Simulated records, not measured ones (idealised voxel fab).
process module | voxel quadruple lines
cross-section cut | 220 nm wide | cells 5 nm
A cross-section is a grid of square cells, given in bands from the top down. A band is one or more rows of cells.
Each band's line starts with the height of the band's top and of its bottom, in nm. Then come its materials from left to right, each with its width in nm. One material with "throughout" fills the band from edge to edge. "air" is empty space.
Height 0 is the level under which the wafer as received is all one material. The lowest band goes on downwards, as in "0 down".
A width such as "30 to 40" changes by the same amount from each row of cells to the next, from the band's top row to its bottom row.
"no change" after a step means that no cell of the cross-section changed.
closed voids: empty space of 8 cells or more with no open way to the top, each as width x height at its distance from the left edge, in nm
after a step's settings: what the simulator itself notes on the step
overlay nm, on a step with a mask: how far to the right of its planned place the mask lay; to the left if negative
plan
1 op RECEIVE | material Si
2 op CONFORMAL_DEP | material SiO2 | thk nm 5
3 op DIRECTIONAL_DEP | material W | thk nm 15
4 op DIRECTIONAL_DEP | material polySi | thk nm 20
5 op DIRECTIONAL_DEP | material aC | thk nm 20
6 op PATTERN | tone cover | mask id MANDREL | material resist | width nm 25 | thk nm 30 | overlay nm 0
7 op DIRECTIONAL_ETCH | etch materials aC | depth nm 20
8 op STRIP | etch materials resist
9 op CONFORMAL_DEP | material SiO2 | thk nm 15
10 op DIRECTIONAL_ETCH | etch materials SiO2 | depth nm 15
11 op STRIP | etch materials aC
12 op DIRECTIONAL_ETCH | etch materials polySi | depth nm 20
13 op STRIP | etch materials SiO2
14 op CONFORMAL_DEP | material SiCN | thk nm 5
15 op DIRECTIONAL_ETCH | etch materials SiCN | depth nm 5
16 op STRIP | etch materials polySi
17 op DIRECTIONAL_ETCH | etch materials W | depth nm 15
18 op STRIP | etch materials SiCN
19 op FILL_DEP | material lowk | thk nm 10
20 op CMP | height nm 20
first wafer, as planned
as received, after step 1
  0 down: Si throughout
  closed voids: none
after step 2
  5 to 0: SiO2 throughout
  below 0: unchanged
after step 3
  20 to 5: W throughout
  below 5: unchanged
after step 4
  40 to 20: polySi throughout
  below 20: unchanged
after step 5
  60 to 40: aC throughout
  below 40: unchanged
after step 6
  90 to 60: air 95 | resist 25 | air 100
  below 60: unchanged
after step 7
  70 to 60: air 95 | resist 25 | air 100
  60 to 40: air 95 | aC 25 | air 100
  below 40: unchanged
after step 8
  60 to 40: air 95 | aC 25 | air 100
  below 40: unchanged
after step 9
  75 to 60: air 80 | SiO2 55 | air 85
  60 to 55: air 80 | SiO2 15 | aC 25 | SiO2 15 | air 85
  55 to 40: SiO2 95 | aC 25 | SiO2 100
  below 40: unchanged
after step 10
  60 to 40: air 80 | SiO2 15 | aC 25 | SiO2 15 | air 85
  below 40: unchanged
after step 11
  60 to 40: air 80 | SiO2 15 | air 25 | SiO2 15 | air 85
  below 40: unchanged
after step 12
  60 to 40: air 80 | SiO2 15 | air 25 | SiO2 15 | air 85
  40 to 20: air 80 | polySi 15 | air 25 | polySi 15 | air 85
  below 20: unchanged
after step 13
  40 to 20: air 80 | polySi 15 | air 25 | polySi 15 | air 85
  below 20: unchanged
after step 14
  45 to 40: air 75 | SiCN 25 | air 15 | SiCN 25 | air 80
  40 to 25: air 75 | SiCN 5 | polySi 15 | SiCN 5 | air 15 | SiCN 5 | polySi 15 | SiCN 5 | air 80
  25 to 20: SiCN 80 | polySi 15 | SiCN 25 | polySi 15 | SiCN 85
  below 20: unchanged
after step 15
  40 to 20: air 75 | SiCN 5 | polySi 15 | SiCN 5 | air 15 | SiCN 5 | polySi 15 | SiCN 5 | air 80
  below 20: unchanged
after step 16
  40 to 20: air 75 | SiCN 5 | air 15 | SiCN 5 | air 15 | SiCN 5 | air 15 | SiCN 5 | air 80
  below 20: unchanged
after step 17
  40 to 20: air 75 | SiCN 5 | air 15 | SiCN 5 | air 15 | SiCN 5 | air 15 | SiCN 5 | air 80
  20 to 5: air 75 | W 5 | air 15 | W 5 | air 15 | W 5 | air 15 | W 5 | air 80
  below 5: unchanged
after step 18
  20 to 5: air 75 | W 5 | air 15 | W 5 | air 15 | W 5 | air 15 | W 5 | air 80
  below 5: unchanged
after step 19
  30 to 20: lowk throughout
  20 to 5: lowk 75 | W 5 | lowk 15 | W 5 | lowk 15 | W 5 | lowk 15 | W 5 | lowk 80
  below 5: unchanged
after step 20
  20 to 5: lowk 75 | W 5 | lowk 15 | W 5 | lowk 15 | W 5 | lowk 15 | W 5 | lowk 80
  below 5: unchanged
second wafer: like start, like plan, one mistake. Through step 2 it matches the first wafer
when step 3 should have ended
  15 to 5: W throughout
  below 5: unchanged
when step 4 should have ended
  35 to 15: polySi throughout
  below 15: unchanged
when step 5 should have ended
  55 to 35: aC throughout
  below 35: unchanged
when step 6 should have ended
  85 to 55: air 95 | resist 25 | air 100
  below 55: unchanged
when step 7 should have ended
  65 to 55: air 95 | resist 25 | air 100
  55 to 35: air 95 | aC 25 | air 100
  below 35: unchanged
when step 8 should have ended
  55 to 35: air 95 | aC 25 | air 100
  below 35: unchanged
when step 9 should have ended
  70 to 55: air 80 | SiO2 55 | air 85
  55 to 50: air 80 | SiO2 15 | aC 25 | SiO2 15 | air 85
  50 to 35: SiO2 95 | aC 25 | SiO2 100
  below 35: unchanged
when step 10 should have ended
  55 to 35: air 80 | SiO2 15 | aC 25 | SiO2 15 | air 85
  below 35: unchanged
when step 11 should have ended
  55 to 35: air 80 | SiO2 15 | air 25 | SiO2 15 | air 85
  below 35: unchanged
when step 12 should have ended
  55 to 35: air 80 | SiO2 15 | air 25 | SiO2 15 | air 85
  35 to 15: air 80 | polySi 15 | air 25 | polySi 15 | air 85
  below 15: unchanged
when step 13 should have ended
  35 to 15: air 80 | polySi 15 | air 25 | polySi 15 | air 85
  below 15: unchanged
when step 14 should have ended
  40 to 35: air 75 | SiCN 25 | air 15 | SiCN 25 | air 80
  35 to 20: air 75 | SiCN 5 | polySi 15 | SiCN 5 | air 15 | SiCN 5 | polySi 15 | SiCN 5 | air 80
  20 to 15: SiCN 80 | polySi 15 | SiCN 25 | polySi 15 | SiCN 85
  below 15: unchanged
when step 15 should have ended
  35 to 15: air 75 | SiCN 5 | polySi 15 | SiCN 5 | air 15 | SiCN 5 | polySi 15 | SiCN 5 | air 80
  below 15: unchanged
when step 16 should have ended
  35 to 15: air 75 | SiCN 5 | air 15 | SiCN 5 | air 15 | SiCN 5 | air 15 | SiCN 5 | air 80
  below 15: unchanged
when step 17 should have ended
  35 to 15: air 75 | SiCN 5 | air 15 | SiCN 5 | air 15 | SiCN 5 | air 15 | SiCN 5 | air 80
  15 to 5: air 75 | W 5 | air 15 | W 5 | air 15 | W 5 | air 15 | W 5 | air 80
  below 5: unchanged
when step 18 should have ended
  15 to 5: air 75 | W 5 | air 15 | W 5 | air 15 | W 5 | air 15 | W 5 | air 80
  below 5: unchanged
when step 19 should have ended
  25 to 15: lowk throughout
  15 to 5: lowk 75 | W 5 | lowk 15 | W 5 | lowk 15 | W 5 | lowk 15 | W 5 | lowk 80
  below 5: unchanged
when step 20 should have ended
  20 to 15: lowk throughout
  below 15: unchanged
what went wrong: step 3 ran as: op DIRECTIONAL_DEP | material W | thk nm 10
at the end the second wafer has, in cells: 4 fewer of W | 4 more of lowk
